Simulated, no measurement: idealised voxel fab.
The process module presented herein is designated voxel self aligned contacts.
Cross-section cut: width 225 nm, square cells of 5 nm.
Cross-section format: a grid of square cells, given as bands from top to bottom; each band is one or more rows of cells.
Heads up on the band format: heights come first, top then bottom, in nm. After that it's the materials left to right, each with its width in nm. A single material flagged "edge to edge" fills the whole band edge to edge, and "empty" means there's empty space there.
Height reference: 0 = level under which incoming wafer is all one material. Lowest band: no bottom, runs on downward, e.g. "top 0, no bottom".
With a width like "30..40", each row of cells in the band differs from the next by the same amount, the top row carrying the first number and the bottom row the second.
A step reported as "left unchanged" is a step in which no cell of the cross-section changed.
What "Voids, enclosed" gives you is every empty space of 8 cells or more that is cut off from the top. Each appears as width x height at distance, with the distance taken from the left edge and width, height and distance all in nm.
If you see something after the settings on a step's line, that's the simulator's own remark about that step.
overlay nm: right-of-plan distance of the mask on a masked step; negative values mean left-of-plan.
Each pair below shows a cross-section before one step and the cross-section after it, down to the lowest band that changed. The line under each pair gives the step between them, with its settings. The pairs can come from different runs of this module on the same starting wafer, so a pair continues from the pair above only where its "State on entry" says so.

-- State on entry
> top 0, no bottom  Si edge to edge
> Voids, enclosed: none

-- As Processed
> top 5, bottom 0  SiO2 edge to edge
> Under 0: no change, same as before.
> Voids, enclosed: none
What sits between those two cross-sections? CONFORMAL_DEP, material SiO2, thk nm 5

State on entry: nothing new to draw here, it's the after view of the pair just above.

-- As Processed
> top 35, bottom 5  polySi edge to edge
> Under 5: no change, same as before.
> Voids, enclosed: none
What sits between those two cross-sections? DIRECTIONAL_DEP, material polySi, thk nm 30

State on entry: nothing new to draw here, it's the after view of the pair just above.

-- As Processed
> top 50, bottom 35  SiN edge to edge
> Under 35: no change, same as before.
> Voids, enclosed: none
What sits between those two cross-sections? DIRECTIONAL_DEP, material SiN, thk nm 15

State on entry: nothing new to draw here, it's the after view of the pair just above.

-- As Processed
> top 65, bottom 50  aC edge to edge
> Under 50: no change, same as before.
> Voids, enclosed: none
What sits between those two cross-sections? DIRECTIONAL_DEP, material aC, thk nm 15

State on entry: nothing new to draw here, it's the after view of the pair just above.

-- As Processed
> top 100, bottom 65  empty (65), then resist (30), then empty (35), then resist (30), then empty (65)
> Under 65: no change, same as before.
> Voids, enclosed: none
What sits between those two cross-sections? PATTERN, tone cover, mask id GATE, material resist, width nm 30, pitch nm 65, thk nm 35, overlay nm 0

State on entry: nothing new to draw here, it's the after view of the pair just above.

-- As Processed
> top 85, bottom 65  empty (65), then resist (30), then empty (35), then resist (30), then empty (65)
> top 65, bottom 50  empty (65), then aC (30), then empty (35), then aC (30), then empty (65)
> Under 50: no change, same as before.
> Voids, enclosed: none
What sits between those two cross-sections? DIRECTIONAL_ETCH, etch materials aC, depth nm 15

State on entry: nothing new to draw here, it's the after view of the pair just above.

-- As Processed
> top 65, bottom 50  empty (65), then aC (30), then empty (35), then aC (30), then empty (65)
> Under 50: no change, same as before.
> Voids, enclosed: none
What sits between those two cross-sections? STRIP, etch materials resist

State on entry: nothing new to draw here, it's the after view of the pair just above.

-- As Processed
> top 65, bottom 50  empty (65), then aC (30), then empty (35), then aC (30), then empty (65)
> top 50, bottom 35  empty (65), then SiN (30), then empty (35), then SiN (30), then empty (65)
> Under 35: no change, same as before.
> Voids, enclosed: none
What sits between those two cross-sections? DIRECTIONAL_ETCH, etch materials SiN, depth nm 15

State on entry: nothing new to draw here, it's the after view of the pair just above.

-- As Processed
> top 65, bottom 50  empty (65), then aC (30), then empty (35), then aC (30), then empty (65)
> top 50, bottom 35  empty (65), then SiN (30), then empty (35), then SiN (30), then empty (65)
> top 35, bottom 5  empty (65), then polySi (30), then empty (35), then polySi (30), then empty (65)
> Under 5: no change, same as before.
> Voids, enclosed: none
What sits between those two cross-sections? DIRECTIONAL_ETCH, etch materials polySi, depth nm 30

State on entry: nothing new to draw here, it's the after view of the pair just above.

-- As Processed
> top 50, bottom 35  empty (65), then SiN (30), then empty (35), then SiN (30), then empty (65)
> Under 35: no change, same as before.
> Voids, enclosed: none
What sits between those two cross-sections? STRIP, etch materials aC

State on entry: nothing new to draw here, it's the after view of the pair just above.

-- As Processed
> top 55, bottom 35  empty (60), then SiN (40), then empty (25), then SiN (40), then empty (60)
> top 35, bottom 10  empty (60), then SiN (5), then polySi (30), then SiN (5), then empty (25), then SiN (5), then polySi (30), then SiN (5), then empty (60)
> top 10, bottom 5  SiN (65), then polySi (30), then SiN (35), then polySi (30), then SiN (65)
> Under 5: no change, same as before.
> Voids, enclosed: none
What sits between those two cross-sections? CONFORMAL_DEP, material SiN, thk nm 5

State on entry: nothing new to draw here, it's the after view of the pair just above.

-- As Processed
> top 50, bottom 35  empty (60), then SiN (40), then empty (25), then SiN (40), then empty (60)
> top 35, bottom 5  empty (60), then SiN (5), then polySi (30), then SiN (5), then empty (25), then SiN (5), then polySi (30), then SiN (5), then empty (60)
> Under 5: no change, same as before.
> Voids, enclosed: none
What sits between those two cross-sections? DIRECTIONAL_ETCH, etch materials SiN, depth nm 5

State on entry: nothing new to draw here, it's the after view of the pair just above.

-- As Processed
> top 65, bottom 50  SiO2 edge to edge
> top 50, bottom 35  SiO2 (60), then SiN (40), then SiO2 (25), then SiN (40), then SiO2 (60)
> top 35, bottom 5  SiO2 (60), then SiN (5), then polySi (30), then SiN (5), then SiO2 (25), then SiN (5), then polySi (30), then SiN (5), then SiO2 (60)
> Under 5: no change, same as before.
> Voids, enclosed: none
What sits between those two cross-sections? FILL_DEP, material SiO2, thk nm 15

State on entry: nothing new to draw here, it's the after view of the pair just above.

-- As Processed
> top 55, bottom 50  SiO2 edge to edge
> Under 50: no change, same as before.
> Voids, enclosed: none
What sits between those two cross-sections? CMP, height nm 55

State on entry: nothing new to draw here, it's the after view of the pair just above.

-- As Processed
> top 55, bottom 50  SiO2 (90), then empty (45), then SiO2 (90)
> top 50, bottom 35  SiO2 (60), then SiN (40), then empty (25), then SiN (40), then SiO2 (60)
> top 35, bottom 5  SiO2 (60), then SiN (5), then polySi (30), then SiN (5), then empty (25), then SiN (5), then polySi (30), then SiN (5), then SiO2 (60)
> top 5, bottom 0  SiO2 (100), then empty (25), then SiO2 (100)
> Under 0: no change, same as before.
> Voids, enclosed: none
What sits between those two cross-sections? MASKED_ETCH, tone open, mask id CONTACT, width nm 45, etch materials SiO2, depth nm 55, overlay nm 0

State on entry: nothing new to draw here, it's the after view of the pair just above.

-- As Processed
> top 60, bottom 55  TiN (95), then empty (35), then TiN (95)
> top 55, bottom 50  SiO2 (90), then TiN (15), then empty (15), then TiN (15), then SiO2 (90)
> top 50, bottom 35  SiO2 (60), then SiN (40), then TiN (5), then empty (15), then TiN (5), then SiN (40), then SiO2 (60)
> top 35, bottom 5  SiO2 (60), then SiN (5), then polySi (30), then SiN (5), then TiN (5), then empty (15), then TiN (5), then SiN (5), then polySi (30), then SiN (5), then SiO2 (60)
> top 5, bottom 0  SiO2 (100), then TiN (25), then SiO2 (100)
> Under 0: no change, same as before.
> Voids, enclosed: none
What sits between those two cross-sections? CONFORMAL_DEP, material TiN, thk nm 5

State on entry: nothing new to draw here, it's the after view of the pair just above.

-- As Processed
> top 65, bottom 60  W edge to edge
> top 60, bottom 55  TiN (95), then W (35), then TiN (95)
> top 55, bottom 50  SiO2 (90), then TiN (15), then W (15), then TiN (15), then SiO2 (90)
> top 50, bottom 35  SiO2 (60), then SiN (40), then TiN (5), then W (15), then TiN (5), then SiN (40), then SiO2 (60)
> top 35, bottom 5  SiO2 (60), then SiN (5), then polySi (30), then SiN (5), then TiN (5), then W (15), then TiN (5), then SiN (5), then polySi (30), then SiN (5), then SiO2 (60)
> Under 5: no change, same as before.
> Voids, enclosed: none
What sits between those two cross-sections? FILL_DEP, material W, thk nm 5

State on entry: nothing new to draw here, it's the after view of the pair just above.

-- As Processed
> top 55, bottom 50  SiO2 (90), then TiN (15), then W (15), then TiN (15), then SiO2 (90)
> Under 50: no change, same as before.
> Voids, enclosed: none
What sits between those two cross-sections? CMP, height nm 55

State on entry: nothing new to draw here, it's the after view of the pair just above.

-- As Processed
> top 60, bottom 55  SiN edge to edge
> Under 55: no change, same as before.
> Voids, enclosed: none
What sits between those two cross-sections? CONFORMAL_DEP, material SiN, thk nm 5

-- State on entry
> top 50, bottom 35  empty (65), then SiN (30), then empty (35), then SiN (30), then empty (65)
> top 35, bottom 5  empty (65), then polySi (30), then empty (35), then polySi (30), then empty (65)
> top 5, bottom 0  SiO2 edge to edge
> top 0, no bottom  Si edge to edge
> Voids, enclosed: none

-- As Processed
> top 45, bottom 35  empty (65), then SiN (30), then empty (35), then SiN (30), then empty (65)
> Under 35: no change, same as before.
> Voids, enclosed: none
What sits between those two cross-sections? DIRECTIONAL_ETCH, etch materials SiN, depth nm 5

State on entry: nothing new to draw here, it's the after view of the pair just above.

-- As Processed
> top 60, bottom 45  SiO2 edge to edge
> top 45, bottom 35  SiO2 (65), then SiN (30), then SiO2 (35), then SiN (30), then SiO2 (65)
> top 35, bottom 5  SiO2 (65), then polySi (30), then SiO2 (35), then polySi (30), then SiO2 (65)
> Under 5: no change, same as before.
> Voids, enclosed: none
What sits between those two cross-sections? FILL_DEP, material SiO2, thk nm 15

State on entry: nothing new to draw here, it's the after view of the pair just above.

-- As Processed
> top 55, bottom 45  SiO2 edge to edge
> Under 45: no change, same as before.
> Voids, enclosed: none
What sits between those two cross-sections? CMP, height nm 55

State on entry: nothing new to draw here, it's the after view of the pair just above.

-- As Processed
> top 55, bottom 45  SiO2 (90), then empty (45), then SiO2 (90)
> top 45, bottom 35  SiO2 (65), then SiN (30), then empty (35), then SiN (30), then SiO2 (65)
> top 35, bottom 5  SiO2 (65), then polySi (30), then empty (35), then polySi (30), then SiO2 (65)
> top 5, bottom 0  SiO2 (95), then empty (35), then SiO2 (95)
> Under 0: no change, same as before.
> Voids, enclosed: none
What sits between those two cross-sections? MASKED_ETCH, tone open, mask id CONTACT, width nm 45, etch materials SiO2, depth nm 55, overlay nm 0

State on entry: nothing new to draw here, it's the after view of the pair just above.

-- As Processed
> top 60, bottom 55  TiN (95), then empty (35), then TiN (95)
> top 55, bottom 45  SiO2 (90), then TiN (5..10), then empty (35..25), then TiN (5..10), then SiO2 (90)
> top 45, bottom 35  SiO2 (65), then SiN (30), then TiN (5), then empty (25), then TiN (5), then SiN (30), then SiO2 (65)
> top 35, bottom 5  SiO2 (65), then polySi (30), then TiN (5), then empty (25), then TiN (5), then polySi (30), then SiO2 (65)
> top 5, bottom 0  SiO2 (95), then TiN (35), then SiO2 (95)
> Under 0: no change, same as before.
> Voids, enclosed: none
What sits between those two cross-sections? CONFORMAL_DEP, material TiN, thk nm 5

State on entry: nothing new to draw here, it's the after view of the pair just above.

-- As Processed
> top 65, bottom 60  W edge to edge
> top 60, bottom 55  TiN (95), then W (35), then TiN (95)
> top 55, bottom 45  SiO2 (90), then TiN (5..10), then W (35..25), then TiN (5..10), then SiO2 (90)
> top 45, bottom 35  SiO2 (65), then SiN (30), then TiN (5), then W (25), then TiN (5), then SiN (30), then SiO2 (65)
> top 35, bottom 5  SiO2 (65), then polySi (30), then TiN (5), then W (25), then TiN (5), then polySi (30), then SiO2 (65)
> Under 5: no change, same as before.
> Voids, enclosed: none
What sits between those two cross-sections? FILL_DEP, material W, thk nm 5

State on entry: nothing new to draw here, it's the after view of the pair just above.

-- As Processed
> top 55, bottom 45  SiO2 (90), then TiN (5..10), then W (35..25), then TiN (5..10), then SiO2 (90)
> Under 45: no change, same as before.
> Voids, enclosed: none
What sits between those two cross-sections? CMP, height nm 55

State on entry: nothing new to draw here, it's the after view of the pair just above.

-- As Processed
> top 60, bottom 55  SiN edge to edge
> Under 55: no change, same as before.
> Voids, enclosed: none
What sits between those two cross-sections? CONFORMAL_DEP, material SiN, thk nm 5

-- State on entry
> top 35, bottom 5  polySi edge to edge
> top 5, bottom 0  SiO2 edge to edge
> top 0, no bottom  Si edge to edge
> Voids, enclosed: none

-- As Processed
> top 65, bottom 5  polySi edge to edge
> Under 5: no change, same as before.
> Voids, enclosed: none
What sits between those two cross-sections? DIRECTIONAL_DEP, material polySi, thk nm 30

State on entry: nothing new to draw here, it's the after view of the pair just above.

-- As Processed
> top 80, bottom 65  SiN edge to edge
> Under 65: no change, same as before.
> Voids, enclosed: none
What sits between those two cross-sections? DIRECTIONAL_DEP, material SiN, thk nm 15

State on entry: nothing new to draw here, it's the after view of the pair just above.

-- As Processed
> top 95, bottom 80  aC edge to edge
> Under 80: no change, same as before.
> Voids, enclosed: none
What sits between those two cross-sections? DIRECTIONAL_DEP, material aC, thk nm 15

State on entry: nothing new to draw here, it's the after view of the pair just above.

-- As Processed
> top 130, bottom 95  empty (65), then resist (30), then empty (35), then resist (30), then empty (65)
> Under 95: no change, same as before.
> Voids, enclosed: none
What sits between those two cross-sections? PATTERN, tone cover, mask id GATE, material resist, width nm 30, pitch nm 65, thk nm 35, overlay nm 0

State on entry: nothing new to draw here, it's the after view of the pair just above.

-- As Processed
> top 115, bottom 95  empty (65), then resist (30), then empty (35), then resist (30), then empty (65)
> top 95, bottom 80  empty (65), then aC (30), then empty (35), then aC (30), then empty (65)
> Under 80: no change, same as before.
> Voids, enclosed: none
What sits between those two cross-sections? DIRECTIONAL_ETCH, etch materials aC, depth nm 15

State on entry: nothing new to draw here, it's the after view of the pair just above.

-- As Processed
> top 95, bottom 80  empty (65), then aC (30), then empty (35), then aC (30), then empty (65)
> Under 80: no change, same as before.
> Voids, enclosed: none
What sits between those two cross-sections? STRIP, etch materials resist

State on entry: nothing new to draw here, it's the after view of the pair just above.

-- As Processed
> top 95, bottom 80  empty (65), then aC (30), then empty (35), then aC (30), then empty (65)
> top 80, bottom 65  empty (65), then SiN (30), then empty (35), then SiN (30), then empty (65)
> Under 65: no change, same as before.
> Voids, enclosed: none
What sits between those two cross-sections? DIRECTIONAL_ETCH, etch materials SiN, depth nm 15

State on entry: nothing new to draw here, it's the after view of the pair just above.

-- As Processed
> top 95, bottom 80  empty (65), then aC (30), then empty (35), then aC (30), then empty (65)
> top 80, bottom 65  empty (65), then SiN (30), then empty (35), then SiN (30), then empty (65)
> top 65, bottom 35  empty (65), then polySi (30), then empty (35), then polySi (30), then empty (65)
> Under 35: no change, same as before.
> Voids, enclosed: none
What sits between those two cross-sections? DIRECTIONAL_ETCH, etch materials polySi, depth nm 30

State on entry: nothing new to draw here, it's the after view of the pair just above.

-- As Processed
> top 80, bottom 65  empty (65), then SiN (30), then empty (35), then SiN (30), then empty (65)
> Under 65: no change, same as before.
> Voids, enclosed: none
What sits between those two cross-sections? STRIP, etch materials aC

State on entry: nothing new to draw here, it's the after view of the pair just above.

-- As Processed
> top 85, bottom 65  empty (60), then SiN (40), then empty (25), then SiN (40), then empty (60)
> top 65, bottom 40  empty (60), then SiN (5), then polySi (30), then SiN (5), then empty (25), then SiN (5), then polySi (30), then SiN (5), then empty (60)
> top 40, bottom 35  SiN (65), then polySi (30), then SiN (35), then polySi (30), then SiN (65)
> Under 35: no change, same as before.
> Voids, enclosed: none
What sits between those two cross-sections? CONFORMAL_DEP, material SiN, thk nm 5

State on entry: nothing new to draw here, it's the after view of the pair just above.

-- As Processed
> top 80, bottom 65  empty (60), then SiN (40), then empty (25), then SiN (40), then empty (60)
> top 65, bottom 35  empty (60), then SiN (5), then polySi (30), then SiN (5), then empty (25), then SiN (5), then polySi (30), then SiN (5), then empty (60)
> Under 35: no change, same as before.
> Voids, enclosed: none
What sits between those two cross-sections? DIRECTIONAL_ETCH, etch materials SiN, depth nm 5

State on entry: nothing new to draw here, it's the after view of the pair just above.

-- As Processed
> top 95, bottom 80  SiO2 edge to edge
> top 80, bottom 65  SiO2 (60), then SiN (40), then SiO2 (25), then SiN (40), then SiO2 (60)
> top 65, bottom 35  SiO2 (60), then SiN (5), then polySi (30), then SiN (5), then SiO2 (25), then SiN (5), then polySi (30), then SiN (5), then SiO2 (60)
> Under 35: no change, same as before.
> Voids, enclosed: none
What sits between those two cross-sections? FILL_DEP, material SiO2, thk nm 15

State on entry: nothing new to draw here, it's the after view of the pair just above.

-- As Processed
> top 55, bottom 35  SiO2 (60), then SiN (5), then polySi (30), then SiN (5), then SiO2 (25), then SiN (5), then polySi (30), then SiN (5), then SiO2 (60)
> Under 35: no change, same as before.
> Voids, enclosed: none
What sits between those two cross-sections? CMP, height nm 55

State on entry: nothing new to draw here, it's the after view of the pair just above.

-- As Processed
> top 55, bottom 35  SiO2 (60), then SiN (5), then polySi (30), then SiN (5), then empty (25), then SiN (5), then polySi (30), then SiN (5), then SiO2 (60)
> Under 35: no change, same as before.
> Voids, enclosed: none
What sits between those two cross-sections? MASKED_ETCH, tone open, mask id CONTACT, width nm 45, etch materials SiO2, depth nm 55, overlay nm 0

State on entry: nothing new to draw here, it's the after view of the pair just above.

-- As Processed
> top 60, bottom 55  TiN (105), then empty (15), then TiN (105)
> top 55, bottom 40  SiO2 (60), then SiN (5), then polySi (30), then SiN (5), then TiN (5), then empty (15), then TiN (5), then SiN (5), then polySi (30), then SiN (5), then SiO2 (60)
> top 40, bottom 35  SiO2 (60), then SiN (5), then polySi (30), then SiN (5), then TiN (25), then SiN (5), then polySi (30), then SiN (5), then SiO2 (60)
> Under 35: no change, same as before.
> Voids, enclosed: none
What sits between those two cross-sections? CONFORMAL_DEP, material TiN, thk nm 5

State on entry: nothing new to draw here, it's the after view of the pair just above.

-- As Processed
> top 65, bottom 60  W edge to edge
> top 60, bottom 55  TiN (105), then W (15), then TiN (105)
> top 55, bottom 40  SiO2 (60), then SiN (5), then polySi (30), then SiN (5), then TiN (5), then W (15), then TiN (5), then SiN (5), then polySi (30), then SiN (5), then SiO2 (60)
> Under 40: no change, same as before.
> Voids, enclosed: none
What sits between those two cross-sections? FILL_DEP, material W, thk nm 5

State on entry: nothing new to draw here, it's the after view of the pair just above.

-- As Processed
> top 55, bottom 40  SiO2 (60), then SiN (5), then polySi (30), then SiN (5), then TiN (5), then W (15), then TiN (5), then SiN (5), then polySi (30), then SiN (5), then SiO2 (60)
> Under 40: no change, same as before.
> Voids, enclosed: none
What sits between those two cross-sections? CMP, height nm 55

State on entry: nothing new to draw here, it's the after view of the pair just above.

-- As Processed
> top 60, bottom 55  SiN edge to edge
> Under 55: no change, same as before.
> Voids, enclosed: none
What sits between those two cross-sections? CONFORMAL_DEP, material SiN, thk nm 5

-- State on entry
> top 45, bottom 35  empty (65), then SiN (30), then empty (35), then SiN (30), then empty (65)
> top 35, bottom 5  empty (65), then polySi (30), then empty (35), then polySi (30), then empty (65)
> top 5, bottom 0  SiO2 edge to edge
> top 0, no bottom  Si edge to edge
> Voids, enclosed: none

-- As Processed
> top 50, bottom 35  empty (60), then SiN (40), then empty (25), then SiN (40), then empty (60)
> top 35, bottom 10  empty (60), then SiN (5), then polySi (30), then SiN (5), then empty (25), then SiN (5), then polySi (30), then SiN (5), then empty (60)
> top 10, bottom 5  SiN (65), then polySi (30), then SiN (35), then polySi (30), then SiN (65)
> Under 5: no change, same as before.
> Voids, enclosed: none
What sits between those two cross-sections? CONFORMAL_DEP, material SiN, thk nm 5

State on entry: nothing new to draw here, it's the after view of the pair just above.

-- As Processed
> top 65, bottom 50  SiO2 edge to edge
> top 50, bottom 35  SiO2 (60), then SiN (40), then SiO2 (25), then SiN (40), then SiO2 (60)
> top 35, bottom 10  SiO2 (60), then SiN (5), then polySi (30), then SiN (5), then SiO2 (25), then SiN (5), then polySi (30), then SiN (5), then SiO2 (60)
> Under 10: no change, same as before.
> Voids, enclosed: none
What sits between those two cross-sections? FILL_DEP, material SiO2, thk nm 15

State on entry: nothing new to draw here, it's the after view of the pair just above.

-- As Processed
> top 55, bottom 50  SiO2 edge to edge
> Under 50: no change, same as before.
> Voids, enclosed: none
What sits between those two cross-sections? CMP, height nm 55

State on entry: nothing new to draw here, it's the after view of the pair just above.

-- As Processed
> top 55, bottom 50  SiO2 (90), then empty (45), then SiO2 (90)
> top 50, bottom 35  SiO2 (60), then SiN (40), then empty (25), then SiN (40), then SiO2 (60)
> top 35, bottom 10  SiO2 (60), then SiN (5), then polySi (30), then SiN (5), then empty (25), then SiN (5), then polySi (30), then SiN (5), then SiO2 (60)
> Under 10: no change, same as before.
> Voids, enclosed: none
What sits between those two cross-sections? MASKED_ETCH, tone open, mask id CONTACT, width nm 45, etch materials SiO2, depth nm 55, overlay nm 0

State on entry: nothing new to draw here, it's the after view of the pair just above.

-- As Processed
> top 60, bottom 55  TiN (95), then empty (35), then TiN (95)
> top 55, bottom 50  SiO2 (90), then TiN (15), then empty (15), then TiN (15), then SiO2 (90)
> top 50, bottom 35  SiO2 (60), then SiN (40), then TiN (5), then empty (15), then TiN (5), then SiN (40), then SiO2 (60)
> top 35, bottom 15  SiO2 (60), then SiN (5), then polySi (30), then SiN (5), then TiN (5), then empty (15), then TiN (5), then SiN (5), then polySi (30), then SiN (5), then SiO2 (60)
> top 15, bottom 10  SiO2 (60), then SiN (5), then polySi (30), then SiN (5), then TiN (25), then SiN (5), then polySi (30), then SiN (5), then SiO2 (60)
> Under 10: no change, same as before.
> Voids, enclosed: none
What sits between those two cross-sections? CONFORMAL_DEP, material TiN, thk nm 5

State on entry: nothing new to draw here, it's the after view of the pair just above.

-- As Processed
> top 65, bottom 60  W edge to edge
> top 60, bottom 55  TiN (95), then W (35), then TiN (95)
> top 55, bottom 50  SiO2 (90), then TiN (15), then W (15), then TiN (15), then SiO2 (90)
> top 50, bottom 35  SiO2 (60), then SiN (40), then TiN (5), then W (15), then TiN (5), then SiN (40), then SiO2 (60)
> top 35, bottom 15  SiO2 (60), then SiN (5), then polySi (30), then SiN (5), then TiN (5), then W (15), then TiN (5), then SiN (5), then polySi (30), then SiN (5), then SiO2 (60)
> Under 15: no change, same as before.
> Voids, enclosed: none
What sits between those two cross-sections? FILL_DEP, material W, thk nm 5

State on entry: nothing new to draw here, it's the after view of the pair just above.

-- As Processed
> top 55, bottom 50  SiO2 (90), then TiN (15), then W (15), then TiN (15), then SiO2 (90)
> Under 50: no change, same as before.
> Voids, enclosed: none
What sits between those two cross-sections? CMP, height nm 55

State on entry: nothing new to draw here, it's the after view of the pair just above.

-- As Processed
> top 60, bottom 55  SiN edge to edge
> Under 55: no change, same as before.
> Voids, enclosed: none
What sits between those two cross-sections? CONFORMAL_DEP, material SiN, thk nm 5

-- State on entry
> top 5, bottom 0  SiO2 edge to edge
> top 0, no bottom  Si edge to edge
> Voids, enclosed: none

-- As Processed
> top 25, bottom 5  polySi edge to edge
> Under 5: no change, same as before.
> Voids, enclosed: none
What sits between those two cross-sections? DIRECTIONAL_DEP, material polySi, thk nm 20

State on entry: nothing new to draw here, it's the after view of the pair just above.

-- As Processed
> top 40, bottom 25  SiN edge to edge
> Under 25: no change, same as before.
> Voids, enclosed: none
What sits between those two cross-sections? DIRECTIONAL_DEP, material SiN, thk nm 15

State on entry: nothing new to draw here, it's the after view of the pair just above.

-- As Processed
> top 55, bottom 40  aC edge to edge
> Under 40: no change, same as before.
> Voids, enclosed: none
What sits between those two cross-sections? DIRECTIONAL_DEP, material aC, thk nm 15

State on entry: nothing new to draw here, it's the after view of the pair just above.

-- As Processed
> top 90, bottom 55  empty (65), then resist (30), then empty (35), then resist (30), then empty (65)
> Under 55: no change, same as before.
> Voids, enclosed: none
What sits between those two cross-sections? PATTERN, tone cover, mask id GATE, material resist, width nm 30, pitch nm 65, thk nm 35, overlay nm 0

State on entry: nothing new to draw here, it's the after view of the pair just above.

-- As Processed
> top 75, bottom 55  empty (65), then resist (30), then empty (35), then resist (30), then empty (65)
> top 55, bottom 40  empty (65), then aC (30), then empty (35), then aC (30), then empty (65)
> Under 40: no change, same as before.
> Voids, enclosed: none
What sits between those two cross-sections? DIRECTIONAL_ETCH, etch materials aC, depth nm 15

State on entry: nothing new to draw here, it's the after view of the pair just above.

-- As Processed
> top 55, bottom 40  empty (65), then aC (30), then empty (35), then aC (30), then empty (65)
> Under 40: no change, same as before.
> Voids, enclosed: none
What sits between those two cross-sections? STRIP, etch materials resist

State on entry: nothing new to draw here, it's the after view of the pair just above.

-- As Processed
> top 55, bottom 40  empty (65), then aC (30), then empty (35), then aC (30), then empty (65)
> top 40, bottom 25  empty (65), then SiN (30), then empty (35), then SiN (30), then empty (65)
> Under 25: no change, same as before.
> Voids, enclosed: none
What sits between those two cross-sections? DIRECTIONAL_ETCH, etch materials SiN, depth nm 15

State on entry: nothing new to draw here, it's the after view of the pair just above.

-- As Processed
> top 55, bottom 40  empty (65), then aC (30), then empty (35), then aC (30), then empty (65)
> top 40, bottom 25  empty (65), then SiN (30), then empty (35), then SiN (30), then empty (65)
> top 25, bottom 5  empty (65), then polySi (30), then empty (35), then polySi (30), then empty (65)
> Under 5: no change, same as before.
> Voids, enclosed: none
What sits between those two cross-sections? DIRECTIONAL_ETCH, etch materials polySi, depth nm 30

State on entry: nothing new to draw here, it's the after view of the pair just above.

-- As Processed
> top 40, bottom 25  empty (65), then SiN (30), then empty (35), then SiN (30), then empty (65)
> Under 25: no change, same as before.
> Voids, enclosed: none
What sits between those two cross-sections? STRIP, etch materials aC

State on entry: nothing new to draw here, it's the after view of the pair just above.

-- As Processed
> top 45, bottom 25  empty (60), then SiN (40), then empty (25), then SiN (40), then empty (60)
> top 25, bottom 10  empty (60), then SiN (5), then polySi (30), then SiN (5), then empty (25), then SiN (5), then polySi (30), then SiN (5), then empty (60)
> top 10, bottom 5  SiN (65), then polySi (30), then SiN (35), then polySi (30), then SiN (65)
> Under 5: no change, same as before.
> Voids, enclosed: none
What sits between those two cross-sections? CONFORMAL_DEP, material SiN, thk nm 5

State on entry: nothing new to draw here, it's the after view of the pair just above.

-- As Processed
> top 40, bottom 25  empty (60), then SiN (40), then empty (25), then SiN (40), then empty (60)
> top 25, bottom 5  empty (60), then SiN (5), then polySi (30), then SiN (5), then empty (25), then SiN (5), then polySi (30), then SiN (5), then empty (60)
> Under 5: no change, same as before.
> Voids, enclosed: none
What sits between those two cross-sections? DIRECTIONAL_ETCH, etch materials SiN, depth nm 5

State on entry: nothing new to draw here, it's the after view of the pair just above.

-- As Processed
> top 55, bottom 40  SiO2 edge to edge
> top 40, bottom 25  SiO2 (60), then SiN (40), then SiO2 (25), then SiN (40), then SiO2 (60)
> top 25, bottom 5  SiO2 (60), then SiN (5), then polySi (30), then SiN (5), then SiO2 (25), then SiN (5), then polySi (30), then SiN (5), then SiO2 (60)
> Under 5: no change, same as before.
> Voids, enclosed: none
What sits between those two cross-sections? FILL_DEP, material SiO2, thk nm 15

State on entry: nothing new to draw here, it's the after view of the pair just above.

-- As Processed
> top 55, bottom 40  SiO2 (90), then empty (45), then SiO2 (90)
> top 40, bottom 25  SiO2 (60), then SiN (40), then empty (25), then SiN (40), then SiO2 (60)
> top 25, bottom 5  SiO2 (60), then SiN (5), then polySi (30), then SiN (5), then empty (25), then SiN (5), then polySi (30), then SiN (5), then SiO2 (60)
> top 5, bottom 0  SiO2 (100), then empty (25), then SiO2 (100)
> Under 0: no change, same as before.
> Voids, enclosed: none
What sits between those two cross-sections? MASKED_ETCH, tone open, mask id CONTACT, width nm 45, etch materials SiO2, depth nm 55, overlay nm 0

State on entry: nothing new to draw here, it's the after view of the pair just above.

-- As Processed
> top 60, bottom 55  TiN (95), then empty (35), then TiN (95)
> top 55, bottom 45  SiO2 (90), then TiN (5), then empty (35), then TiN (5), then SiO2 (90)
> top 45, bottom 40  SiO2 (90), then TiN (15), then empty (15), then TiN (15), then SiO2 (90)
> top 40, bottom 25  SiO2 (60), then SiN (40), then TiN (5), then empty (15), then TiN (5), then SiN (40), then SiO2 (60)
> top 25, bottom 5  SiO2 (60), then SiN (5), then polySi (30), then SiN (5), then TiN (5), then empty (15), then TiN (5), then SiN (5), then polySi (30), then SiN (5), then SiO2 (60)
> top 5, bottom 0  SiO2 (100), then TiN (25), then SiO2 (100)
> Under 0: no change, same as before.
> Voids, enclosed: none
What sits between those two cross-sections? CONFORMAL_DEP, material TiN, thk nm 5

State on entry: nothing new to draw here, it's the after view of the pair just above.

-- As Processed
> top 65, bottom 60  W edge to edge
> top 60, bottom 55  TiN (95), then W (35), then TiN (95)
> top 55, bottom 45  SiO2 (90), then TiN (5), then W (35), then TiN (5), then SiO2 (90)
> top 45, bottom 40  SiO2 (90), then TiN (15), then W (15), then TiN (15), then SiO2 (90)
> top 40, bottom 25  SiO2 (60), then SiN (40), then TiN (5), then W (15), then TiN (5), then SiN (40), then SiO2 (60)
> top 25, bottom 5  SiO2 (60), then SiN (5), then polySi (30), then SiN (5), then TiN (5), then W (15), then TiN (5), then SiN (5), then polySi (30), then SiN (5), then SiO2 (60)
> Under 5: no change, same as before.
> Voids, enclosed: none
What sits between those two cross-sections? FILL_DEP, material W, thk nm 5

State on entry: nothing new to draw here, it's the after view of the pair just above.

-- As Processed
> top 55, bottom 45  SiO2 (90), then TiN (5), then W (35), then TiN (5), then SiO2 (90)
> Under 45: no change, same as before.
> Voids, enclosed: none
What sits between those two cross-sections? CMP, height nm 55

State on entry: nothing new to draw here, it's the after view of the pair just above.

-- As Processed
> top 60, bottom 55  SiN edge to edge
> Under 55: no change, same as before.
> Voids, enclosed: none
What sits between those two cross-sections? CONFORMAL_DEP, material SiN, thk nm 5

-- State on entry
> top 65, bottom 50  aC edge to edge
> top 50, bottom 35  SiN edge to edge
> top 35, bottom 5  polySi edge to edge
> top 5, bottom 0  SiO2 edge to edge
> top 0, no bottom  Si edge to edge
> Voids, enclosed: none

-- As Processed
> top 100, bottom 65  empty (70), then resist (20), then empty (45), then resist (20), then empty (70)
> Under 65: no change, same as before.
> Voids, enclosed: none
What sits between those two cross-sections? PATTERN, tone cover, mask id GATE, material resist, width nm 20, pitch nm 65, thk nm 35, overlay nm 0

State on entry: nothing new to draw here, it's the after view of the pair just above.

-- As Processed
> top 85, bottom 65  empty (70), then resist (20), then empty (45), then resist (20), then empty (70)
> top 65, bottom 50  empty (70), then aC (20), then empty (45), then aC (20), then empty (70)
> Under 50: no change, same as before.
> Voids, enclosed: none
What sits between those two cross-sections? DIRECTIONAL_ETCH, etch materials aC, depth nm 15
